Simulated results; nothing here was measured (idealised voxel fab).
process module | voxel trench capacitor
cross-section cut | 285 nm wide | cells 5 nm
A cross-section is a grid of square cells, given in bands from the top down. A band is one or more rows of cells.
Each band's line starts with the height of the band's top and of its bottom, in nm. Then come its materials from left to right, each with its width in nm. One material with "throughout" fills the band from edge to edge. "air" is empty space.
Height 0 is the level under which the wafer as received is all one material. The lowest band goes on downwards, as in "0 down".
A width such as "30 to 40" changes by the same amount from each row of cells to the next, from the band's top row to its bottom row.
"no change" after a step means that no cell of the cross-section changed.
closed voids: empty space of 8 cells or more with no open way to the top, each as width x height at its distance from the left edge, in nm
after a step's settings: what the simulator itself notes on the step
overlay nm, on a step with a mask: how far to the right of its planned place the mask lay; to the left if negative
plan
1 op RECEIVE | material Si
2 op CONFORMAL_DEP | material SiN | thk nm 5
3 op MASKED_ETCH | tone open | mask id TRENCH | width nm 20 | pitch nm 45 | etch materials SiN | depth nm 5 | overlay nm 0
4 op MASKED_ETCH | tone open | mask id TRENCH | width nm 20 | pitch nm 45 | etch materials Si | depth nm 25 | overlay nm 0
5 op CONFORMAL_DEP | material SiO2 | thk nm 5
6 op FILL_DEP | material polySi | thk nm 5
7 op CMP | height nm 5
first wafer, as planned
as received, after step 1
  0 down: Si throughout
  closed voids: none
after step 2
  5 to 0: SiN throughout
  below 0: unchanged
after step 3
  5 to 0: SiN 85 | air 20 | SiN 25 | air 20 | SiN 25 | air 20 | SiN 90
  below 0: unchanged
after step 4
  5 to 0: SiN 85 | air 20 | SiN 25 | air 20 | SiN 25 | air 20 | SiN 90
  0 to -25: Si 85 | air 20 | Si 25 | air 20 | Si 25 | air 20 | Si 90
  below -25: unchanged
after step 5
  10 to 5: SiO2 90 | air 10 | SiO2 35 | air 10 | SiO2 35 | air 10 | SiO2 95
  5 to 0: SiN 85 | SiO2 5 | air 10 | SiO2 5 | SiN 25 | SiO2 5 | air 10 | SiO2 5 | SiN 25 | SiO2 5 | air 10 | SiO2 5 | SiN 90
  0 to -20: Si 85 | SiO2 5 | air 10 | SiO2 5 | Si 25 | SiO2 5 | air 10 | SiO2 5 | Si 25 | SiO2 5 | air 10 | SiO2 5 | Si 90
  -20 to -25: Si 85 | SiO2 20 | Si 25 | SiO2 20 | Si 25 | SiO2 20 | Si 90
  below -25: unchanged
after step 6
  15 to 10: polySi throughout
  10 to 5: SiO2 90 | polySi 10 | SiO2 35 | polySi 10 | SiO2 35 | polySi 10 | SiO2 95
  5 to 0: SiN 85 | SiO2 5 | polySi 10 | SiO2 5 | SiN 25 | SiO2 5 | polySi 10 | SiO2 5 | SiN 25 | SiO2 5 | polySi 10 | SiO2 5 | SiN 90
  0 to -20: Si 85 | SiO2 5 | polySi 10 | SiO2 5 | Si 25 | SiO2 5 | polySi 10 | SiO2 5 | Si 25 | SiO2 5 | polySi 10 | SiO2 5 | Si 90
  below -20: unchanged
after step 7
  5 to 0: SiN 85 | SiO2 5 | polySi 10 | SiO2 5 | SiN 25 | SiO2 5 | polySi 10 | SiO2 5 | SiN 25 | SiO2 5 | polySi 10 | SiO2 5 | SiN 90
  below 0: unchanged
second wafer: like start, like plan, one mistake. Through step 2 it matches the first wafer
when step 3 should have ended
  5 to 0: SiN 90 | air 15 | SiN 30 | air 15 | SiN 30 | air 15 | SiN 90
  below 0: unchanged
when step 4 should have ended
  5 to 0: SiN 90 | air 15 | SiN 30 | air 15 | SiN 30 | air 15 | SiN 90
  0 to -25: Si 90 | air 15 | Si 30 | air 15 | Si 30 | air 15 | Si 90
  below -25: unchanged
when step 5 should have ended
  10 to 5: SiO2 95 | air 5 | SiO2 40 | air 5 | SiO2 40 | air 5 | SiO2 95
  5 to 0: SiN 90 | SiO2 5 | air 5 | SiO2 5 | SiN 30 | SiO2 5 | air 5 | SiO2 5 | SiN 30 | SiO2 5 | air 5 | SiO2 5 | SiN 90
  0 to -20: Si 90 | SiO2 5 | air 5 | SiO2 5 | Si 30 | SiO2 5 | air 5 | SiO2 5 | Si 30 | SiO2 5 | air 5 | SiO2 5 | Si 90
  -20 to -25: Si 90 | SiO2 15 | Si 30 | SiO2 15 | Si 30 | SiO2 15 | Si 90
  below -25: unchanged
when step 6 should have ended
  15 to 10: polySi throughout
  10 to 5: SiO2 95 | polySi 5 | SiO2 40 | polySi 5 | SiO2 40 | polySi 5 | SiO2 95
  5 to 0: SiN 90 | SiO2 5 | polySi 5 | SiO2 5 | SiN 30 | SiO2 5 | polySi 5 | SiO2 5 | SiN 30 | SiO2 5 | polySi 5 | SiO2 5 | SiN 90
  0 to -20: Si 90 | SiO2 5 | polySi 5 | SiO2 5 | Si 30 | SiO2 5 | polySi 5 | SiO2 5 | Si 30 | SiO2 5 | polySi 5 | SiO2 5 | Si 90
  below -20: unchanged
when step 7 should have ended
  5 to 0: SiN 90 | SiO2 5 | polySi 5 | SiO2 5 | SiN 30 | SiO2 5 | polySi 5 | SiO2 5 | SiN 30 | SiO2 5 | polySi 5 | SiO2 5 | SiN 90
  below 0: unchanged
what went wrong: step 3 ran as: op MASKED_ETCH | tone open | mask id TRENCH | width nm 15 | pitch nm 45 | etch materials SiN | depth nm 5 | overlay nm 0
at the end the second wafer has, in cells: 15 more of Si | 3 more of SiN | 3 fewer of SiO2 | 15 fewer of polySi
